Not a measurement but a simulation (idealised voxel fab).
process module | voxel capacitor over wiring
This is section cut - it's 150 nm across, gridded in 5 nm square cells.
When this document writes out a cross-section, it uses a grid of square cells and lists it as bands, beginning at the top and moving down, with a band standing for one or more rows of cells.
In this notation a band is specified by the heights of its top and bottom, in that order and in nm, after which its materials appear from left to right, each paired with its width in nm. The word "full width" attached to a single material means that material fills the band from edge to edge; the word "empty" stands for empty space.
A quick word on heights: they are counted from 0, and under that level the wafer as it came to us is one material throughout. The lowest band is different from the rest in having no bottom; it simply continues downward, written as in "0..down".
Width spec "30 to 40" -> top row of cells at first value, bottom row at second value, equal per-row change in between.
The cross-section has no changed cell in any step marked "no alteration".
Empty spaces without an open route to the top, at least 8 cells in extent, make up the entry "Internal closed voids"; each is given as width x height at distance, where the distance is measured from the left edge, and all are in nm.
Formally, on a step line, whatever follows the settings is a remark that the simulator itself makes on the step.
For masked steps, "overlay nm" on the step line gives how far right of plan the mask actually lay; a minus sign means it lay to the left.

HERE'S WHAT THE PLANNED PROCESS STEPS LOOK LIKE
- 1: RECEIVE: material Si
- 2: CONFORMAL_DEP: material SiO2, thk nm 15
- 3: CONFORMAL_DEP: material SiN, thk nm 5
- 4: DIRECTIONAL_DEP: material lowk, thk nm 20
- 5: PATTERN: tone open, mask id METAL_1, material resist, width nm 25, pitch nm 90, thk nm 20, overlay nm 0
- 6: DIRECTIONAL_ETCH: etch materials lowk, depth nm 20
- 7: DIRECTIONAL_ETCH: etch materials SiN, depth nm 5
- 8: STRIP: etch materials resist
- 9: CONFORMAL_DEP: material TiN, thk nm 5
- 10: FILL_DEP: material W, thk nm 5
- 11: CMP: height nm 40
- 12: CONFORMAL_DEP: material SiCN, thk nm 5
- 13: DIRECTIONAL_DEP: material lowk, thk nm 20
- 14: DIRECTIONAL_DEP: material aC, thk nm 15
- 15: PATTERN: tone open, mask id PLUG_1, material resist, width nm 15, thk nm 35, overlay nm 0
- 16: DIRECTIONAL_ETCH: etch materials aC, depth nm 15
- 17: STRIP: etch materials resist
- 18: DIRECTIONAL_ETCH: etch materials lowk, depth nm 20
- 19: DIRECTIONAL_ETCH: etch materials SiCN, depth nm 5
- 20: STRIP: etch materials aC
- 21: EPI: material Ru, thk nm 10
- 22: EPI: material Ru, thk nm 10
- 23: EPI: material Ru, thk nm 5
- 24: DIRECTIONAL_DEP: material TiN, thk nm 10
- 25: DIRECTIONAL_DEP: material Al2O3, thk nm 5
- 26: DIRECTIONAL_DEP: material TiN, thk nm 5
- 27: PATTERN: tone cover, mask id UPPER_PLATE, material resist, width nm 70, thk nm 20, overlay nm 0
- 28: DIRECTIONAL_ETCH: etch materials TiN, depth nm 5
- 29: DIRECTIONAL_ETCH: etch materials Al2O3, depth nm 5
- 30: STRIP: etch materials resist
- 31: DIRECTIONAL_DEP: material aC, thk nm 10
- 32: PATTERN: tone cover, mask id LOWER_PLATE, material resist, width nm 80, thk nm 25, overlay nm 0
- 33: DIRECTIONAL_ETCH: etch materials aC, depth nm 10
- 34: STRIP: etch materials resist
- 35: DIRECTIONAL_ETCH: etch materials TiN, depth nm 10
- 36: STRIP: etch materials aC
- 37: FILL_DEP: material SiO2, thk nm 20
- 38: CMP: height nm 100
- 39: DIRECTIONAL_DEP: material aC, thk nm 15
- 40: PATTERN: tone open, mask id PLUG_2, material resist, width nm 15, thk nm 30, overlay nm 0
- 41: DIRECTIONAL_ETCH: etch materials aC, depth nm 15
- 42: STRIP: etch materials resist
- 43: DIRECTIONAL_ETCH: etch materials SiO2, depth nm 15
- 44: STRIP: etch materials aC
- 45: CONFORMAL_DEP: material TiN, thk nm 5
- 46: FILL_DEP: material Cu, thk nm 10
- 47: CMP: height nm 100
- 48: CONFORMAL_DEP: material SiCN, thk nm 5

SHOWN IN CROSS-SECTION IS THE WAFER AS RECEIVED, THAT IS, AS IT STANDS AFTER STEP 1
  0..down: Si full width
  Internal closed voids: none

STARTING STRUCTURE AND PROCESS PLAN ARE AS SHOWN ABOVE, BUT ONE MISTAKE WAS MADE IN RUNNING THE MODULE; THE WAFER CROSS-SECTION AT THE END OF THE MODULE FOLLOWS
  105..100: SiCN full width
  100..90: 35 of SiO2 | 5 of TiN | 5 of Cu | 5 of TiN | 100 of SiO2
  90..80: 35 to 25 of SiO2 | 15 to 70 of TiN | 100 to 55 of SiO2
  80..75: 25 of SiO2 | 70 of Al2O3 | 55 of SiO2
  75..65: 20 of SiO2 | 80 of TiN | 50 of SiO2
  65..45: 25 of lowk | 15 of Ru | 110 of lowk
  45..40: 25 of SiCN | 15 of Ru | 110 of SiCN
  40..35: 15 of SiN | 25 of TiN | 65 of SiN | 25 of TiN | 20 of SiN
  35..15: lowk full width
  15..0: SiO2 full width
  0..down: Si full width
  Internal closed voids: none
Error vs. plan: contrary to the plan, steps 3 and 4 were processed in exchanged order
